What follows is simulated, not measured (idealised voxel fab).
Presented below is a process module, voxel double patterning.
The cross-section shown here is cut; it is 245 nm wide and divided into square cells measuring 5 nm on a side.
Heads up, the way a cross-section reads in here is a grid of square cells, handed over as bands from the top down, with every band being one or more rows of cells.
Top, bottom (nm), then materials left to right with widths (nm); lone material tagged "everywhere" fills the whole band edge to edge; "air" = empty space.
Height 0 is the level under which the wafer as received is all one material. The lowest band goes on downwards, as in "0 -> down".
With a width like "30..40", each row of cells in the band differs from the next by the same amount, the top row carrying the first number and the bottom row the second.
"no alterations made" means the step left every cell of the cross-section as it was.
Listed in "Completely enclosed voids": every empty space of 8 or more cells without an open way to the top. Form: width x height at distance, the distance being from the left edge, all in nm.
Formally, on a step line, whatever follows the settings is a remark that the simulator itself makes on the step.
"overlay nm" answers the question of how far to the right of plan the mask lay on a step that has a mask, and when it is negative the answer is to the left.

**Here's what the planned process steps look like**
1: RECEIVE with material Si
2: CONFORMAL_DEP with material SiN, thk nm 10
3: DIRECTIONAL_DEP with material SiO2, thk nm 15
4: DIRECTIONAL_DEP with material SiCN, thk nm 10
5: MASKED_ETCH with tone open, mask id FIRST, width nm 15, pitch nm 50, etch materials SiCN, depth nm 10, overlay nm 0
6: DIRECTIONAL_DEP with material aC, thk nm 10
7: PATTERN with tone open, mask id SECOND, material resist, width nm 15, pitch nm 50, thk nm 30, overlay nm 0
8: DIRECTIONAL_ETCH with etch materials aC, depth nm 10
9: STRIP with etch materials resist
10: DIRECTIONAL_ETCH with etch materials SiCN, depth nm 10
11: STRIP with etch materials aC
12: DIRECTIONAL_ETCH with etch materials SiO2, depth nm 15
13: STRIP with etch materials SiCN

**The first of the two wafers, which ran as planned**

**Incoming wafer in cross-section (state: after step 1)**
* 0 -> down = Si everywhere
* Completely enclosed voids: none

**Take a look at the wafer's cross-section after step 2**
* 10 -> 0 = SiN everywhere
* Everything below 0 is unchanged.

**Take a look at the wafer's cross-section after step 3**
* 25 -> 10 = SiO2 everywhere
* Everything below 10 is unchanged.

**Take a look at the wafer's cross-section after step 4**
* 35 -> 25 = SiCN everywhere
* Everything below 25 is unchanged.

**Take a look at the wafer's cross-section after step 5**
* 35 -> 25 = SiCN 65 nm  air 15 nm  SiCN 35 nm  air 15 nm  SiCN 35 nm  air 15 nm  SiCN 65 nm
* Everything below 25 is unchanged.

**Take a look at the wafer's cross-section after step 6**
* 45 -> 35 = aC 65 nm  air 15 nm  aC 35 nm  air 15 nm  aC 35 nm  air 15 nm  aC 65 nm
* 35 -> 25 = SiCN 65 nm  aC 15 nm  SiCN 35 nm  aC 15 nm  SiCN 35 nm  aC 15 nm  SiCN 65 nm
* Everything below 25 is unchanged.

**Take a look at the wafer's cross-section after step 7**
* 75 -> 45 = resist 90 nm  air 15 nm  resist 35 nm  air 15 nm  resist 90 nm
* 45 -> 35 = aC 65 nm  resist 15 nm  aC 35 nm  resist 15 nm  aC 35 nm  resist 15 nm  aC 65 nm
* Everything below 35 is unchanged.

**Take a look at the wafer's cross-section after step 8**
* 65 -> 45 = resist 90 nm  air 15 nm  resist 35 nm  air 15 nm  resist 90 nm
* 45 -> 35 = aC 65 nm  resist 15 nm  aC 10 nm  air 15 nm  aC 10 nm  resist 15 nm  aC 10 nm  air 15 nm  aC 10 nm  resist 15 nm  aC 65 nm
* Everything below 35 is unchanged.

**Take a look at the wafer's cross-section after step 9**
* 45 -> 35 = aC 65 nm  air 15 nm  aC 10 nm  air 15 nm  aC 10 nm  air 15 nm  aC 10 nm  air 15 nm  aC 10 nm  air 15 nm  aC 65 nm
* Everything below 35 is unchanged.

**Take a look at the wafer's cross-section after step 10**
* 45 -> 35 = aC 65 nm  air 15 nm  aC 10 nm  air 15 nm  aC 10 nm  air 15 nm  aC 10 nm  air 15 nm  aC 10 nm  air 15 nm  aC 65 nm
* 35 -> 25 = SiCN 65 nm  aC 15 nm  SiCN 10 nm  air 15 nm  SiCN 10 nm  aC 15 nm  SiCN 10 nm  air 15 nm  SiCN 10 nm  aC 15 nm  SiCN 65 nm
* Everything below 25 is unchanged.

**Take a look at the wafer's cross-section after step 11**
* 35 -> 25 = SiCN 65 nm  air 15 nm  SiCN 10 nm  air 15 nm  SiCN 10 nm  air 15 nm  SiCN 10 nm  air 15 nm  SiCN 10 nm  air 15 nm  SiCN 65 nm
* Everything below 25 is unchanged.

**Take a look at the wafer's cross-section after step 12**
* 35 -> 25 = SiCN 65 nm  air 15 nm  SiCN 10 nm  air 15 nm  SiCN 10 nm  air 15 nm  SiCN 10 nm  air 15 nm  SiCN 10 nm  air 15 nm  SiCN 65 nm
* 25 -> 10 = SiO2 65 nm  air 15 nm  SiO2 10 nm  air 15 nm  SiO2 10 nm  air 15 nm  SiO2 10 nm  air 15 nm  SiO2 10 nm  air 15 nm  SiO2 65 nm
* Everything below 10 is unchanged.

**Take a look at the wafer's cross-section after step 13**
* 25 -> 10 = SiO2 65 nm  air 15 nm  SiO2 10 nm  air 15 nm  SiO2 10 nm  air 15 nm  SiO2 10 nm  air 15 nm  SiO2 10 nm  air 15 nm  SiO2 65 nm
* Everything below 10 is unchanged.

**Second Wafer (Identical Start and Plan, One Processing Error; Matches First Wafer Through Step 4)**

**Cross-section of the second wafer at the time by which step 5 should have been completed according to the plan**
* 35 -> 25 = SiCN 75 nm  air 15 nm  SiCN 35 nm  air 15 nm  SiCN 35 nm  air 15 nm  SiCN 55 nm
* Everything below 25 is unchanged.

**Cross-section of the second wafer at the time by which step 6 should have been completed according to the plan**
* 45 -> 35 = aC 75 nm  air 15 nm  aC 35 nm  air 15 nm  aC 35 nm  air 15 nm  aC 55 nm
* 35 -> 25 = SiCN 75 nm  aC 15 nm  SiCN 35 nm  aC 15 nm  SiCN 35 nm  aC 15 nm  SiCN 55 nm
* Everything below 25 is unchanged.

**Cross-section of the second wafer at the time by which step 7 should have been completed according to the plan**
* 75 -> 45 = resist 90 nm  air 15 nm  resist 35 nm  air 15 nm  resist 90 nm
* 45 -> 35 = aC 75 nm  resist 15 nm  aC 35 nm  resist 15 nm  aC 35 nm  resist 15 nm  aC 55 nm
* Everything below 35 is unchanged.

**Cross-section of the second wafer at the time by which step 8 should have been completed according to the plan**
* 65 -> 45 = resist 90 nm  air 15 nm  resist 35 nm  air 15 nm  resist 90 nm
* 45 -> 35 = aC 75 nm  resist 15 nm  air 15 nm  aC 20 nm  resist 15 nm  air 15 nm  aC 20 nm  resist 15 nm  aC 55 nm
* Everything below 35 is unchanged.

**Cross-section of the second wafer at the time by which step 9 should have been completed according to the plan**
* 45 -> 35 = aC 75 nm  air 30 nm  aC 20 nm  air 30 nm  aC 20 nm  air 15 nm  aC 55 nm
* Everything below 35 is unchanged.

**Cross-section of the second wafer at the time by which step 10 should have been completed according to the plan**
* 45 -> 35 = aC 75 nm  air 30 nm  aC 20 nm  air 30 nm  aC 20 nm  air 15 nm  aC 55 nm
* 35 -> 25 = SiCN 75 nm  aC 15 nm  air 15 nm  SiCN 20 nm  aC 15 nm  air 15 nm  SiCN 20 nm  aC 15 nm  SiCN 55 nm
* Everything below 25 is unchanged.

**Cross-section of the second wafer at the time by which step 11 should have been completed according to the plan**
* 35 -> 25 = SiCN 75 nm  air 30 nm  SiCN 20 nm  air 30 nm  SiCN 20 nm  air 15 nm  SiCN 55 nm
* Everything below 25 is unchanged.

**Cross-section of the second wafer at the time by which step 12 should have been completed according to the plan**
* 35 -> 25 = SiCN 75 nm  air 30 nm  SiCN 20 nm  air 30 nm  SiCN 20 nm  air 15 nm  SiCN 55 nm
* 25 -> 10 = SiO2 75 nm  air 30 nm  SiO2 20 nm  air 30 nm  SiO2 20 nm  air 15 nm  SiO2 55 nm
* Everything below 10 is unchanged.

**Cross-section of the second wafer at the time by which step 13 should have been completed according to the plan**
* 25 -> 10 = SiO2 75 nm  air 30 nm  SiO2 20 nm  air 30 nm  SiO2 20 nm  air 15 nm  SiO2 55 nm
* Everything below 10 is unchanged.
What was the processing mistake? step 5 was processed under conditions differing from the plan, specifically as MASKED_ETCH with tone open, mask id FIRST, width nm 15, pitch nm 50, etch materials SiCN, depth nm 10, overlay nm 10
Matching per-material cell counts, mismatched positions: that is how the second wafer compares with the first at the end.
